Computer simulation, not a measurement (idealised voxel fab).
The name of this process module is voxel self aligned vias.
Square cells of 5 nm make up the cross-section cut, whose width is 215 nm.
For the purposes of this document, a cross-section shall be understood as a grid of square cells, specified as bands listed in top-to-bottom order, each band consisting of one or more rows of cells. What a band's entry tells you: where the top is and where the bottom is, as heights in nm, and after that what lies inside, material by material from left to right, each with its width in nm. Empty space is written as the word "empty", and a single material marked with the word "throughout" occupies the band from edge to edge. Where do heights start? At 0: under that level the wafer as delivered is made of one material only. And the lowest band has no floor; it just carries on downward, as in "0 -> down". A two-number width, for instance "30->40", indicates that the width is equal to the first number in the top row of the band and to the second number in the bottom row, and that it changes by a constant amount per row of cells. Take "remained unchanged" at face value: in the step it is given for, the cross-section changed in none of its cells. The entry titled "Closed void list" provides the empty spaces that have no open way to the top, restricted to those of 8 cells or more. Each is presented as width x height at distance, the distance being measured from the left edge, with all three in nm. Note: text after step settings on the step line = simulator remark on that step. Regarding "overlay nm": on a step with a mask, it is the distance the mask lay to the right of its planned place; a negative value places it to the left.

Planned process steps:
step 1: RECEIVE with material Si
step 2: CONFORMAL_DEP with material SiO2, thk nm 15
step 3: CONFORMAL_DEP with material SiCN, thk nm 5
step 4: DIRECTIONAL_DEP with material SiO2, thk nm 30
step 5: DIRECTIONAL_DEP with material aC, thk nm 15
step 6: PATTERN with tone open, mask id LINES, material resist, width nm 25, pitch nm 65, thk nm 30, overlay nm 0
step 7: DIRECTIONAL_ETCH with etch materials aC, depth nm 15
step 8: STRIP with etch materials resist
step 9: DIRECTIONAL_ETCH with etch materials SiO2, depth nm 30
step 10: STRIP with etch materials aC
step 11: CONFORMAL_DEP with material TiN, thk nm 5
step 12: FILL_DEP with material Ru, thk nm 5
step 13: CMP with height nm 50
step 14: SELECTIVE_ETCH with etch materials W Ru TiN, depth nm 5
step 15: FILL_DEP with material SiN, thk nm 10
step 16: CMP with height nm 50
step 17: DIRECTIONAL_DEP with material SiO2, thk nm 20
step 18: PATTERN with tone open, mask id VIAS, material resist, width nm 35, pitch nm 65, thk nm 15, overlay nm 0
step 19: DIRECTIONAL_ETCH with etch materials SiO2, depth nm 20
step 20: DIRECTIONAL_ETCH with etch materials SiN, depth nm 5
step 21: STRIP with etch materials resist
step 22: CONFORMAL_DEP with material TiN, thk nm 5
step 23: FILL_DEP with material W, thk nm 10
step 24: CMP with height nm 70
step 25: CONFORMAL_DEP with material SiCN, thk nm 5

Concerning the first of two wafers, which was run in accordance with the plan:

Delivered wafer in cross-section: state after step 1:
- 0 -> down | Si throughout
- Closed void list: none

Cross-section of the wafer after step 2:
- 15 -> 0 | SiO2 throughout
- At heights below 0, the structure remains unaltered.

Cross-section of the wafer after step 3:
- 20 -> 15 | SiCN throughout
- At heights below 15, the structure remains unaltered.

Cross-section of the wafer after step 4:
- 50 -> 20 | SiO2 throughout
- At heights below 20, the structure remains unaltered.

Cross-section of the wafer after step 5:
- 65 -> 50 | aC throughout
- At heights below 50, the structure remains unaltered.

Cross-section of the wafer after step 6:
- 95 -> 65 | 30 of resist / 25 of empty / 40 of resist / 25 of empty / 40 of resist / 25 of empty / 30 of resist
- At heights below 65, the structure remains unaltered.

Cross-section of the wafer after step 7:
- 80 -> 65 | 30 of resist / 25 of empty / 40 of resist / 25 of empty / 40 of resist / 25 of empty / 30 of resist
- 65 -> 50 | 30 of aC / 25 of empty / 40 of aC / 25 of empty / 40 of aC / 25 of empty / 30 of aC
- At heights below 50, the structure remains unaltered.

Cross-section of the wafer after step 8:
- 65 -> 50 | 30 of aC / 25 of empty / 40 of aC / 25 of empty / 40 of aC / 25 of empty / 30 of aC
- At heights below 50, the structure remains unaltered.

Cross-section of the wafer after step 9:
- 65 -> 50 | 30 of aC / 25 of empty / 40 of aC / 25 of empty / 40 of aC / 25 of empty / 30 of aC
- 50 -> 20 | 30 of SiO2 / 25 of empty / 40 of SiO2 / 25 of empty / 40 of SiO2 / 25 of empty / 30 of SiO2
- At heights below 20, the structure remains unaltered.

Cross-section of the wafer after step 10:
- 50 -> 20 | 30 of SiO2 / 25 of empty / 40 of SiO2 / 25 of empty / 40 of SiO2 / 25 of empty / 30 of SiO2
- At heights below 20, the structure remains unaltered.

Cross-section of the wafer after step 11:
- 55 -> 50 | 35 of TiN / 15 of empty / 50 of TiN / 15 of empty / 50 of TiN / 15 of empty / 35 of TiN
- 50 -> 25 | 30 of SiO2 / 5 of TiN / 15 of empty / 5 of TiN / 40 of SiO2 / 5 of TiN / 15 of empty / 5 of TiN / 40 of SiO2 / 5 of TiN / 15 of empty / 5 of TiN / 30 of SiO2
- 25 -> 20 | 30 of SiO2 / 25 of TiN / 40 of SiO2 / 25 of TiN / 40 of SiO2 / 25 of TiN / 30 of SiO2
- At heights below 20, the structure remains unaltered.

Cross-section of the wafer after step 12:
- 60 -> 55 | Ru throughout
- 55 -> 50 | 35 of TiN / 15 of Ru / 50 of TiN / 15 of Ru / 50 of TiN / 15 of Ru / 35 of TiN
- 50 -> 25 | 30 of SiO2 / 5 of TiN / 15 of Ru / 5 of TiN / 40 of SiO2 / 5 of TiN / 15 of Ru / 5 of TiN / 40 of SiO2 / 5 of TiN / 15 of Ru / 5 of TiN / 30 of SiO2
- At heights below 25, the structure remains unaltered.

Cross-section of the wafer after step 13:
- 50 -> 25 | 30 of SiO2 / 5 of TiN / 15 of Ru / 5 of TiN / 40 of SiO2 / 5 of TiN / 15 of Ru / 5 of TiN / 40 of SiO2 / 5 of TiN / 15 of Ru / 5 of TiN / 30 of SiO2
- At heights below 25, the structure remains unaltered.

Cross-section of the wafer after step 14:
- 50 -> 45 | 30 of SiO2 / 25 of empty / 40 of SiO2 / 25 of empty / 40 of SiO2 / 25 of empty / 30 of SiO2
- At heights below 45, the structure remains unaltered.

Cross-section of the wafer after step 15:
- 60 -> 50 | SiN throughout
- 50 -> 45 | 30 of SiO2 / 25 of SiN / 40 of SiO2 / 25 of SiN / 40 of SiO2 / 25 of SiN / 30 of SiO2
- At heights below 45, the structure remains unaltered.

Cross-section of the wafer after step 16:
- 50 -> 45 | 30 of SiO2 / 25 of SiN / 40 of SiO2 / 25 of SiN / 40 of SiO2 / 25 of SiN / 30 of SiO2
- At heights below 45, the structure remains unaltered.

Cross-section of the wafer after step 17:
- 70 -> 50 | SiO2 throughout
- At heights below 50, the structure remains unaltered.

Cross-section of the wafer after step 18:
- 85 -> 70 | 25 of resist / 35 of empty / 30 of resist / 35 of empty / 30 of resist / 35 of empty / 25 of resist
- At heights below 70, the structure remains unaltered.

Cross-section of the wafer after step 19:
- 85 -> 70 | 25 of resist / 35 of empty / 30 of resist / 35 of empty / 30 of resist / 35 of empty / 25 of resist
- 70 -> 50 | 25 of SiO2 / 35 of empty / 30 of SiO2 / 35 of empty / 30 of SiO2 / 35 of empty / 25 of SiO2
- At heights below 50, the structure remains unaltered.

Cross-section of the wafer after step 20:
- 85 -> 70 | 25 of resist / 35 of empty / 30 of resist / 35 of empty / 30 of resist / 35 of empty / 25 of resist
- 70 -> 50 | 25 of SiO2 / 35 of empty / 30 of SiO2 / 35 of empty / 30 of SiO2 / 35 of empty / 25 of SiO2
- 50 -> 45 | 30 of SiO2 / 25 of empty / 40 of SiO2 / 25 of empty / 40 of SiO2 / 25 of empty / 30 of SiO2
- At heights below 45, the structure remains unaltered.

Cross-section of the wafer after step 21:
- 70 -> 50 | 25 of SiO2 / 35 of empty / 30 of SiO2 / 35 of empty / 30 of SiO2 / 35 of empty / 25 of SiO2
- At heights below 50, the structure remains unaltered.

Cross-section of the wafer after step 22:
- 75 -> 70 | 30 of TiN / 25 of empty / 40 of TiN / 25 of empty / 40 of TiN / 25 of empty / 30 of TiN
- 70 -> 55 | 25 of SiO2 / 5 of TiN / 25 of empty / 5 of TiN / 30 of SiO2 / 5 of TiN / 25 of empty / 5 of TiN / 30 of SiO2 / 5 of TiN / 25 of empty / 5 of TiN / 25 of SiO2
- 55 -> 50 | 25 of SiO2 / 10 of TiN / 15 of empty / 10 of TiN / 30 of SiO2 / 10 of TiN / 15 of empty / 10 of TiN / 30 of SiO2 / 10 of TiN / 15 of empty / 10 of TiN / 25 of SiO2
- 50 -> 45 | 30 of SiO2 / 25 of TiN / 40 of SiO2 / 25 of TiN / 40 of SiO2 / 25 of TiN / 30 of SiO2
- At heights below 45, the structure remains unaltered.

Cross-section of the wafer after step 23:
- 85 -> 75 | W throughout
- 75 -> 70 | 30 of TiN / 25 of W / 40 of TiN / 25 of W / 40 of TiN / 25 of W / 30 of TiN
- 70 -> 55 | 25 of SiO2 / 5 of TiN / 25 of W / 5 of TiN / 30 of SiO2 / 5 of TiN / 25 of W / 5 of TiN / 30 of SiO2 / 5 of TiN / 25 of W / 5 of TiN / 25 of SiO2
- 55 -> 50 | 25 of SiO2 / 10 of TiN / 15 of W / 10 of TiN / 30 of SiO2 / 10 of TiN / 15 of W / 10 of TiN / 30 of SiO2 / 10 of TiN / 15 of W / 10 of TiN / 25 of SiO2
- At heights below 50, the structure remains unaltered.

Cross-section of the wafer after step 24:
- 70 -> 55 | 25 of SiO2 / 5 of TiN / 25 of W / 5 of TiN / 30 of SiO2 / 5 of TiN / 25 of W / 5 of TiN / 30 of SiO2 / 5 of TiN / 25 of W / 5 of TiN / 25 of SiO2
- At heights below 55, the structure remains unaltered.

Cross-section of the wafer after step 25:
- 75 -> 70 | SiCN throughout
- At heights below 70, the structure remains unaltered.

Notes, second wafer: start = first wafer's, plan = first wafer's, execution had one mistake; history identical to first through step 5:

Cross-section of the second wafer at the time by which step 6 should have been completed according to the plan:
- 95 -> 65 | 35 of resist / 20 of empty / 45 of resist / 20 of empty / 45 of resist / 20 of empty / 30 of resist
- At heights below 65, the structure remains unaltered.

Cross-section of the second wafer at the time by which step 7 should have been completed according to the plan:
- 80 -> 65 | 35 of resist / 20 of empty / 45 of resist / 20 of empty / 45 of resist / 20 of empty / 30 of resist
- 65 -> 50 | 35 of aC / 20 of empty / 45 of aC / 20 of empty / 45 of aC / 20 of empty / 30 of aC
- At heights below 50, the structure remains unaltered.

Cross-section of the second wafer at the time by which step 8 should have been completed according to the plan:
- 65 -> 50 | 35 of aC / 20 of empty / 45 of aC / 20 of empty / 45 of aC / 20 of empty / 30 of aC
- At heights below 50, the structure remains unaltered.

Cross-section of the second wafer at the time by which step 9 should have been completed according to the plan:
- 65 -> 50 | 35 of aC / 20 of empty / 45 of aC / 20 of empty / 45 of aC / 20 of empty / 30 of aC
- 50 -> 20 | 35 of SiO2 / 20 of empty / 45 of SiO2 / 20 of empty / 45 of SiO2 / 20 of empty / 30 of SiO2
- At heights below 20, the structure remains unaltered.

Cross-section of the second wafer at the time by which step 10 should have been completed according to the plan:
- 50 -> 20 | 35 of SiO2 / 20 of empty / 45 of SiO2 / 20 of empty / 45 of SiO2 / 20 of empty / 30 of SiO2
- At heights below 20, the structure remains unaltered.

Cross-section of the second wafer at the time by which step 11 should have been completed according to the plan:
- 55 -> 50 | 40 of TiN / 10 of empty / 55 of TiN / 10 of empty / 55 of TiN / 10 of empty / 35 of TiN
- 50 -> 25 | 35 of SiO2 / 5 of TiN / 10 of empty / 5 of TiN / 45 of SiO2 / 5 of TiN / 10 of empty / 5 of TiN / 45 of SiO2 / 5 of TiN / 10 of empty / 5 of TiN / 30 of SiO2
- 25 -> 20 | 35 of SiO2 / 20 of TiN / 45 of SiO2 / 20 of TiN / 45 of SiO2 / 20 of TiN / 30 of SiO2
- At heights below 20, the structure remains unaltered.

Cross-section of the second wafer at the time by which step 12 should have been completed according to the plan:
- 60 -> 55 | Ru throughout
- 55 -> 50 | 40 of TiN / 10 of Ru / 55 of TiN / 10 of Ru / 55 of TiN / 10 of Ru / 35 of TiN
- 50 -> 25 | 35 of SiO2 / 5 of TiN / 10 of Ru / 5 of TiN / 45 of SiO2 / 5 of TiN / 10 of Ru / 5 of TiN / 45 of SiO2 / 5 of TiN / 10 of Ru / 5 of TiN / 30 of SiO2
- At heights below 25, the structure remains unaltered.

Cross-section of the second wafer at the time by which step 13 should have been completed according to the plan:
- 50 -> 25 | 35 of SiO2 / 5 of TiN / 10 of Ru / 5 of TiN / 45 of SiO2 / 5 of TiN / 10 of Ru / 5 of TiN / 45 of SiO2 / 5 of TiN / 10 of Ru / 5 of TiN / 30 of SiO2
- At heights below 25, the structure remains unaltered.

Cross-section of the second wafer at the time by which step 14 should have been completed according to the plan:
- 50 -> 45 | 35 of SiO2 / 20 of empty / 45 of SiO2 / 20 of empty / 45 of SiO2 / 20 of empty / 30 of SiO2
- At heights below 45, the structure remains unaltered.

Cross-section of the second wafer at the time by which step 15 should have been completed according to the plan:
- 60 -> 50 | SiN throughout
- 50 -> 45 | 35 of SiO2 / 20 of SiN / 45 of SiO2 / 20 of SiN / 45 of SiO2 / 20 of SiN / 30 of SiO2
- At heights below 45, the structure remains unaltered.

Cross-section of the second wafer at the time by which step 16 should have been completed according to the plan:
- 50 -> 45 | 35 of SiO2 / 20 of SiN / 45 of SiO2 / 20 of SiN / 45 of SiO2 / 20 of SiN / 30 of SiO2
- At heights below 45, the structure remains unaltered.

Cross-section of the second wafer at the time by which step 17 should have been completed according to the plan:
- 70 -> 50 | SiO2 throughout
- At heights below 50, the structure remains unaltered.

Cross-section of the second wafer at the time by which step 18 should have been completed according to the plan:
- 85 -> 70 | 25 of resist / 35 of empty / 30 of resist / 35 of empty / 30 of resist / 35 of empty / 25 of resist
- At heights below 70, the structure remains unaltered.

Cross-section of the second wafer at the time by which step 19 should have been completed according to the plan:
- 85 -> 70 | 25 of resist / 35 of empty / 30 of resist / 35 of empty / 30 of resist / 35 of empty / 25 of resist
- 70 -> 50 | 25 of SiO2 / 35 of empty / 30 of SiO2 / 35 of empty / 30 of SiO2 / 35 of empty / 25 of SiO2
- At heights below 50, the structure remains unaltered.

Cross-section of the second wafer at the time by which step 20 should have been completed according to the plan:
- 85 -> 70 | 25 of resist / 35 of empty / 30 of resist / 35 of empty / 30 of resist / 35 of empty / 25 of resist
- 70 -> 50 | 25 of SiO2 / 35 of empty / 30 of SiO2 / 35 of empty / 30 of SiO2 / 35 of empty / 25 of SiO2
- 50 -> 45 | 35 of SiO2 / 20 of empty / 45 of SiO2 / 20 of empty / 45 of SiO2 / 20 of empty / 30 of SiO2
- At heights below 45, the structure remains unaltered.

Cross-section of the second wafer at the time by which step 21 should have been completed according to the plan:
- 70 -> 50 | 25 of SiO2 / 35 of empty / 30 of SiO2 / 35 of empty / 30 of SiO2 / 35 of empty / 25 of SiO2
- At heights below 50, the structure remains unaltered.

Cross-section of the second wafer at the time by which step 22 should have been completed according to the plan:
- 75 -> 70 | 30 of TiN / 25 of empty / 40 of TiN / 25 of empty / 40 of TiN / 25 of empty / 30 of TiN
- 70 -> 55 | 25 of SiO2 / 5 of TiN / 25 of empty / 5 of TiN / 30 of SiO2 / 5 of TiN / 25 of empty / 5 of TiN / 30 of SiO2 / 5 of TiN / 25 of empty / 5 of TiN / 25 of SiO2
- 55 -> 50 | 25 of SiO2 / 15 of TiN / 10 of empty / 10 of TiN / 30 of SiO2 / 15 of TiN / 10 of empty / 10 of TiN / 30 of SiO2 / 15 of TiN / 10 of empty / 10 of TiN / 25 of SiO2
- 50 -> 45 | 35 of SiO2 / 20 of TiN / 45 of SiO2 / 20 of TiN / 45 of SiO2 / 20 of TiN / 30 of SiO2
- At heights below 45, the structure remains unaltered.

Cross-section of the second wafer at the time by which step 23 should have been completed according to the plan:
- 85 -> 75 | W throughout
- 75 -> 70 | 30 of TiN / 25 of W / 40 of TiN / 25 of W / 40 of TiN / 25 of W / 30 of TiN
- 70 -> 55 | 25 of SiO2 / 5 of TiN / 25 of W / 5 of TiN / 30 of SiO2 / 5 of TiN / 25 of W / 5 of TiN / 30 of SiO2 / 5 of TiN / 25 of W / 5 of TiN / 25 of SiO2
- 55 -> 50 | 25 of SiO2 / 15 of TiN / 10 of W / 10 of TiN / 30 of SiO2 / 15 of TiN / 10 of W / 10 of TiN / 30 of SiO2 / 15 of TiN / 10 of W / 10 of TiN / 25 of SiO2
- At heights below 50, the structure remains unaltered.

Cross-section of the second wafer at the time by which step 24 should have been completed according to the plan:
- 70 -> 55 | 25 of SiO2 / 5 of TiN / 25 of W / 5 of TiN / 30 of SiO2 / 5 of TiN / 25 of W / 5 of TiN / 30 of SiO2 / 5 of TiN / 25 of W / 5 of TiN / 25 of SiO2
- At heights below 55, the structure remains unaltered.

Cross-section of the second wafer at the time by which step 25 should have been completed according to the plan:
- 75 -> 70 | SiCN throughout
- At heights below 70, the structure remains unaltered.
It is concluded that the wafer was processed incorrectly with respect to the plan, in that step 6 ran differently from the plan; actual operation with settings: PATTERN with tone open, mask id LINES, material resist, width nm 20, pitch nm 65, thk nm 30, overlay nm 0
Final tally in cells, some materials are higher or lower on the second wafer than on the first: Ru -12 | SiO2 +18 | TiN -3 | W -3
